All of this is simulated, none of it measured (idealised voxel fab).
Process module heading - voxel air gaps
The cross-section on display is named cut; it measures 290 nm wide, and its cells are 5 nm squares.
A cross-section is written here as square cells arranged in a grid, and it is given in bands from the top down, each band taking up one or more rows of cells. Top, bottom (nm), then materials left to right with widths (nm); lone material tagged "full width" fills the whole band edge to edge; "empty" = empty space. Note: height 0 marks the level under which the wafer is uniformly one material as received. Lowest band unbounded below, written "0 down". Graded width ("30 to 40"): value in top row of band = first number; value in bottom row = second number; row-to-row change constant. The cross-section has no changed cell in any step marked "nothing altered". Enclosed voids (no open way to top), threshold 8 cells or more, entry "Closed void listing", notation width x height at distance, distance from left edge, nm. Text after the settings on a step's line: the simulator's own remark on that step. Among the settings permitted on a step's line is "overlay nm"; applied to a step with a mask, it specifies the extent to which the mask lay to the right of its planned position, whereas a negative figure signifies a position to the left.
BELOW IS THE LIST OF PLANNED PROCESS STEPS
- 1: RECEIVE,material Si
- 2: CONFORMAL_DEP,material SiO2,thk nm 15
- 3: CONFORMAL_DEP,material SiCN,thk nm 5
- 4: DIRECTIONAL_DEP,material SiO2,thk nm 40
- 5: DIRECTIONAL_DEP,material aC,thk nm 15
- 6: PATTERN,tone open,mask id LINES,material resist,width nm 20,pitch nm 45,thk nm 30,overlay nm 0
- 7: DIRECTIONAL_ETCH,etch materials aC,depth nm 5
- 8: STRIP,etch materials resist
- 9: DIRECTIONAL_ETCH,etch materials SiO2,depth nm 40
- 10: STRIP,etch materials aC
- 11: CONFORMAL_DEP,material TiN,thk nm 5
- 12: FILL_DEP,material W,thk nm 5
- 13: CMP,height nm 60
- 14: EPI,material Ru,thk nm 10
- 15: SELECTIVE_ETCH,etch materials SiO2,depth nm 50
- 16: CONFORMAL_DEP,material SiCN,thk nm 5
For clarity, it should be stated that the wafers under discussion commence in an identical condition and differ with respect to the depth nm of step 7, the plan indicating the value that the first wafer had.
CROSS-SECTIONAL VIEW OF THE FIRST OF SEVERAL WAFERS IN THE AS-RECEIVED CONDITION, CORRESPONDING TO THE STATE FOLLOWING STEP 1
0 down  Si full width
Closed void listing: none
FIRST OF SEVERAL WAFERS, SECTIONED AT END OF MODULE (LAST STEP: STEP 16)
25 to 15  SiCN full width
15 to 0  SiO2 full width
0 down  Si full width
Closed void listing: none
FINAL WAFER CROSS-SECTION AT MODULE END
75 to 70  50 of empty / 185 of SiCN / 55 of empty
70 to 60  50 of empty / 5 of SiCN / 40 of Ru / 5 of SiCN / 40 of Ru / 5 of SiCN / 40 of Ru / 5 of SiCN / 40 of Ru / 5 of SiCN / 55 of empty
60 to 55  50 of empty / 15 of SiCN / 5 of TiN / 10 of W / 5 of TiN / 25 of SiCN / 5 of TiN / 10 of W / 5 of TiN / 25 of SiCN / 5 of TiN / 10 of W / 5 of TiN / 25 of SiCN / 5 of TiN / 10 of W / 5 of TiN / 15 of SiCN / 55 of empty
55 to 25  60 of empty / 5 of SiCN / 5 of TiN / 10 of W / 5 of TiN / 5 of SiCN / 15 of empty / 5 of SiCN / 5 of TiN / 10 of W / 5 of TiN / 5 of SiCN / 15 of empty / 5 of SiCN / 5 of TiN / 10 of W / 5 of TiN / 5 of SiCN / 15 of empty / 5 of SiCN / 5 of TiN / 10 of W / 5 of TiN / 5 of SiCN / 65 of empty
25 to 20  65 of SiCN / 20 of TiN / 25 of SiCN / 20 of TiN / 25 of SiCN / 20 of TiN / 25 of SiCN / 20 of TiN / 70 of SiCN
20 to 15  SiCN full width
15 to 0  SiO2 full width
0 down  Si full width
Closed void listing: 15 x 30 at 90; 15 x 30 at 135; 15 x 30 at 180
HEADS UP, THIS TABLE GOES WAFER BY WAFER. A ROW TELLS YOU, AT THE END OF THE MODULE, HOW MANY CELLS OF EACH MATERIAL THAT WAFER HAS PUT ON (+) OR DROPPED (-) SINCE IT WAS RECEIVED, AND THEN ITS CLOSED VOIDS
depth nm 5 | +116 SiCN | +174 SiO2 | Closed void listing: none
depth nm 10 | +116 SiCN | +174 SiO2 | Closed void listing: none
depth nm 15 | +64 Ru | +216 SiCN | +174 SiO2 | +72 TiN | +56 W | Closed void listing: 15 x 30 at 90; 15 x 30 at 135; 15 x 30 at 180
depth nm 20 | +64 Ru | +216 SiCN | +174 SiO2 | +72 TiN | +56 W | Closed void listing: 15 x 30 at 90; 15 x 30 at 135; 15 x 30 at 180
depth nm 25 | +64 Ru | +216 SiCN | +174 SiO2 | +72 TiN | +56 W | Closed void listing: 15 x 30 at 90; 15 x 30 at 135; 15 x 30 at 180
depth nm 30 | +64 Ru | +216 SiCN | +174 SiO2 | +72 TiN | +56 W | Closed void listing: 15 x 30 at 90; 15 x 30 at 135; 15 x 30 at 180
